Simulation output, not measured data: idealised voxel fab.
The name of this process module is voxel self aligned vias.
Xsec cut, 250 nm wide, square cell size 5 nm.
Think of the cross-section as a grid of square cells. We describe it in bands, top to bottom, and each band covers one or more rows of those cells.
Each band's line starts with the height of the band's top and of its bottom, in nm. Then come its materials from left to right, each with its width in nm. One material with "throughout" fills the band from edge to edge. "empty" is empty space.
Heads up on the height convention: 0 is the point under which the incoming wafer is all one material, and the lowest band has no bottom, it just keeps going down, like "0 -> down".
The notation "30->40" denotes a width that varies across the rows of cells in the band, beginning at the first number in the top row, finishing at the second number in the bottom row, and changing by an identical amount from each row to the next.
Where a step carries "remained unchanged", the cross-section came out of it unchanged, cell for cell.
"Sealed-off cavities" - sealed voids, min. 8 cells, no opening to top; format: width x height at distance (distance from left edge; nm throughout).
Text after the settings on a step's line: the simulator's own remark on that step.
overlay nm: mask offset rightward from planned place, masked step; negative means leftward offset.

**Process steps - plan**
step 1: RECEIVE [material Si]
step 2: CONFORMAL_DEP [material SiO2] [thk nm 15]
step 3: CONFORMAL_DEP [material SiCN] [thk nm 5]
step 4: DIRECTIONAL_DEP [material lowk] [thk nm 25]
step 5: MASKED_ETCH [tone open] [mask id LINES] [width nm 25] [pitch nm 60] [etch materials lowk] [depth nm 25] [overlay nm 0]
step 6: CONFORMAL_DEP [material TiN] [thk nm 5]
step 7: FILL_DEP [material Ru] [thk nm 5]
step 8: CMP [height nm 45]
step 9: SELECTIVE_ETCH [etch materials W Ru TiN] [depth nm 10]
step 10: FILL_DEP [material SiN] [thk nm 5]
step 11: CMP [height nm 45]
step 12: DIRECTIONAL_DEP [material lowk] [thk nm 20]
step 13: PATTERN [tone open] [mask id VIAS] [material resist] [width nm 45] [thk nm 20] [overlay nm 0]
step 14: DIRECTIONAL_ETCH [etch materials lowk] [depth nm 20]
step 15: DIRECTIONAL_ETCH [etch materials SiN] [depth nm 10]
step 16: STRIP [etch materials resist]
step 17: CONFORMAL_DEP [material TiN] [thk nm 5]
step 18: FILL_DEP [material Ru] [thk nm 5]
step 19: CMP [height nm 65]
step 20: CONFORMAL_DEP [material SiCN] [thk nm 5]

**As received (post step 1): cross-section**
- 0 -> down = Si throughout
- Sealed-off cavities: none

**First of two wafers, end-of-module section, run followed plan**
- 70 -> 65 = SiCN throughout
- 65 -> 50 = lowk (70); TiN (5); Ru (35); TiN (5); lowk (135)
- 50 -> 45 = lowk (70); TiN (15); Ru (15); TiN (15); lowk (135)
- 45 -> 40 = lowk (80); TiN (5); Ru (15); TiN (5); lowk (35); SiN (25); lowk (85)
- 40 -> 35 = lowk (80); TiN (25); lowk (35); SiN (25); lowk (85)
- 35 -> 25 = lowk (80); TiN (5); Ru (15); TiN (5); lowk (35); TiN (5); Ru (15); TiN (5); lowk (85)
- 25 -> 20 = lowk (80); TiN (25); lowk (35); TiN (25); lowk (85)
- 20 -> 15 = SiCN throughout
- 15 -> 0 = SiO2 throughout
- 0 -> down = Si throughout
- Sealed-off cavities: none

**Now the second wafer, cross-sectioned at the end of the module. Nothing different at the start, nothing different in the plan compared with the first, just one mistake when it was actually run**
- 70 -> 65 = SiCN throughout
- 65 -> 50 = lowk (70); TiN (5); Ru (35); TiN (5); lowk (135)
- 50 -> 45 = lowk (70); TiN (45); lowk (135)
- 45 -> 40 = SiCN throughout
- 40 -> 15 = lowk throughout
- 15 -> 0 = SiO2 throughout
- 0 -> down = Si throughout
- Sealed-off cavities: none
Diagnosis: it was found that steps 3 and 4 of the process plan had been performed in exchanged positions
Wafer comparison, final, in cells, second relative to first, materials more or fewer: -18 Ru | -10 SiN | -22 TiN | +50 lowk
